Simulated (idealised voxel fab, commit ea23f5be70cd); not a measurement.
You're looking at the process module voxel transistor to metal.
It is cross-section cut that appears here, measuring 205 nm in width, its square cells being 5 nm in size.
Bands, listed from the top down, are how a cross-section gets written in this document; the cross-section itself is a grid of square cells, and a band is one or more rows of them.
In this notation a band is specified by the heights of its top and bottom, in that order and in nm, after which its materials appear from left to right, each paired with its width in nm. The word "edge to edge" attached to a single material means that material fills the band from edge to edge; the word "empty" stands for empty space.
The reference from which all heights are counted is 0, the level beneath which the as-received wafer is entirely one material; the lowest band, having no lower bound, proceeds downward and is written after the example "0 and below".
Graded width ("30..40"): value in top row of band = first number; value in bottom row = second number; row-to-row change constant.
When a step is marked "same as before", none of the cells in the cross-section changed during that step.
The entry "Fully enclosed voids" lists the empty spaces that cover at least 8 cells and have no open path to the top. Each is written as width x height at distance, where the distance is measured from the left edge and all three values are in nm.
On each step's line, the part that comes after the settings is the simulator's own comment on the step.
A step's line can hold "overlay nm"; with a mask on that step, the setting says how far right of the planned place the mask lay, while a negative setting says it lay to the left.

Planned step list for the process
1) RECEIVE [material Si]
2) CONFORMAL_DEP [material SiO2] [thk nm 5]
3) CONFORMAL_DEP [material SiN] [thk nm 15]
4) PATTERN [tone cover] [mask id ACTIVE] [material resist] [width nm 105] [thk nm 20] [overlay nm 0]
5) DIRECTIONAL_ETCH [etch materials SiN] [depth nm 15]
6) DIRECTIONAL_ETCH [etch materials SiO2] [depth nm 5]
7) DIRECTIONAL_ETCH [etch materials Si] [depth nm 20]
8) STRIP [etch materials resist]
9) FILL_DEP [material SiO2] [thk nm 15]
10) CMP [height nm 20]
11) SELECTIVE_ETCH [etch materials SiO2] [depth nm 10]
12) STRIP [etch materials SiN]
13) SELECTIVE_ETCH [etch materials SiO2] [depth nm 5]
14) OXIDIZE [depth nm 5]
15) DIRECTIONAL_DEP [material polySi] [thk nm 20]
16) DIRECTIONAL_DEP [material SiCN] [thk nm 15]
17) PATTERN [tone cover] [mask id GATE] [material resist] [width nm 25] [thk nm 20] [overlay nm 0]
18) DIRECTIONAL_ETCH [etch materials SiCN] [depth nm 25]
19) DIRECTIONAL_ETCH [etch materials polySi] [depth nm 30]
20) STRIP [etch materials resist]
21) CONFORMAL_DEP [material SiN] [thk nm 10]
22) DIRECTIONAL_ETCH [etch materials SiN] [depth nm 10]
23) DIRECTIONAL_ETCH [etch materials SiO2] [depth nm 5]
24) DIRECTIONAL_ETCH [etch materials Si] [depth nm 15]
25) EPI [material SiGe] [thk nm 15]
26) FILL_DEP [material SiO2] [thk nm 5]
27) CMP [height nm 35]
28) DIRECTIONAL_DEP [material SiO2] [thk nm 15]
29) MASKED_ETCH [tone open] [mask id CONTACT] [width nm 15] [pitch nm 80] [etch materials SiO2] [depth nm 40] [overlay nm 0]
30) CONFORMAL_DEP [material TiN] [thk nm 5]
31) FILL_DEP [material Ru] [thk nm 5]
32) CMP [height nm 50]
33) CONFORMAL_DEP [material SiN] [thk nm 5]
34) DIRECTIONAL_DEP [material lowk] [thk nm 15]
35) DIRECTIONAL_DEP [material aC] [thk nm 10]
36) PATTERN [tone open] [mask id METAL_1] [material resist] [width nm 15] [pitch nm 80] [thk nm 30] [overlay nm 0]
37) DIRECTIONAL_ETCH [etch materials aC] [depth nm 10]
38) STRIP [etch materials resist]
39) DIRECTIONAL_ETCH [etch materials lowk] [depth nm 15]
40) DIRECTIONAL_ETCH [etch materials SiN] [depth nm 5]
41) STRIP [etch materials aC]
42) CONFORMAL_DEP [material TiN] [thk nm 5]
43) FILL_DEP [material Cu] [thk nm 10]
44) CMP [height nm 70]
45) CONFORMAL_DEP [material SiCN] [thk nm 5]
46) DIRECTIONAL_DEP [material lowk] [thk nm 30]
47) DIRECTIONAL_DEP [material aC] [thk nm 15]
48) PATTERN [tone open] [mask id METAL_2] [material resist] [width nm 15] [pitch nm 80] [thk nm 30] [overlay nm 0]
49) DIRECTIONAL_ETCH [etch materials aC] [depth nm 15]
50) STRIP [etch materials resist]
51) DIRECTIONAL_ETCH [etch materials lowk] [depth nm 20]
52) STRIP [etch materials aC]
53) MASKED_ETCH [tone open] [mask id METAL_2_HOLES] [width nm 15] [pitch nm 80] [etch materials lowk] [depth nm 10] [overlay nm 0]
54) MASKED_ETCH [tone open] [mask id METAL_2_HOLES] [width nm 15] [pitch nm 80] [etch materials SiCN] [depth nm 5] [overlay nm -15]
55) CONFORMAL_DEP [material TiN] [thk nm 5]
56) FILL_DEP [material Cu] [thk nm 10]
57) CMP [height nm 105]
58) CONFORMAL_DEP [material SiN] [thk nm 5]
varied across the wafers: overlay nm of step 54. The plan shows the first wafer's value. All wafers start alike

As-received cross-section, first of several wafers, post step 1
0 and below: Si edge to edge
Fully enclosed voids: none

Where each wafer stands at the end of the module, a row apiece: cells of each material gained (+) or lost (-) since it was received, then closed voids
overlay nm -15 | +16 Cu | +14 Ru | -131 Si | +56 SiCN | +62 SiGe | +108 SiN | +364 SiO2 | +78 TiN | +315 lowk | +20 polySi | Fully enclosed voids: none
overlay nm -10 | +16 Cu | +14 Ru | -131 Si | +54 SiCN | +62 SiGe | +108 SiN | +364 SiO2 | +80 TiN | +315 lowk | +20 polySi | Fully enclosed voids: none
overlay nm -5 | +16 Cu | +14 Ru | -131 Si | +52 SiCN | +62 SiGe | +108 SiN | +364 SiO2 | +82 TiN | +315 lowk | +20 polySi | Fully enclosed voids: none
overlay nm 0 | +18 Cu | +14 Ru | -131 Si | +50 SiCN | +62 SiGe | +108 SiN | +364 SiO2 | +82 TiN | +315 lowk | +20 polySi | Fully enclosed voids: none
overlay nm 5 | +16 Cu | +14 Ru | -131 Si | +52 SiCN | +62 SiGe | +108 SiN | +364 SiO2 | +82 TiN | +315 lowk | +20 polySi | Fully enclosed voids: none
overlay nm 10 | +16 Cu | +14 Ru | -131 Si | +54 SiCN | +62 SiGe | +108 SiN | +364 SiO2 | +80 TiN | +315 lowk | +20 polySi | Fully enclosed voids: none
overlay nm 15 | +16 Cu | +14 Ru | -131 Si | +56 SiCN | +62 SiGe | +108 SiN | +364 SiO2 | +78 TiN | +315 lowk | +20 polySi | Fully enclosed voids: none
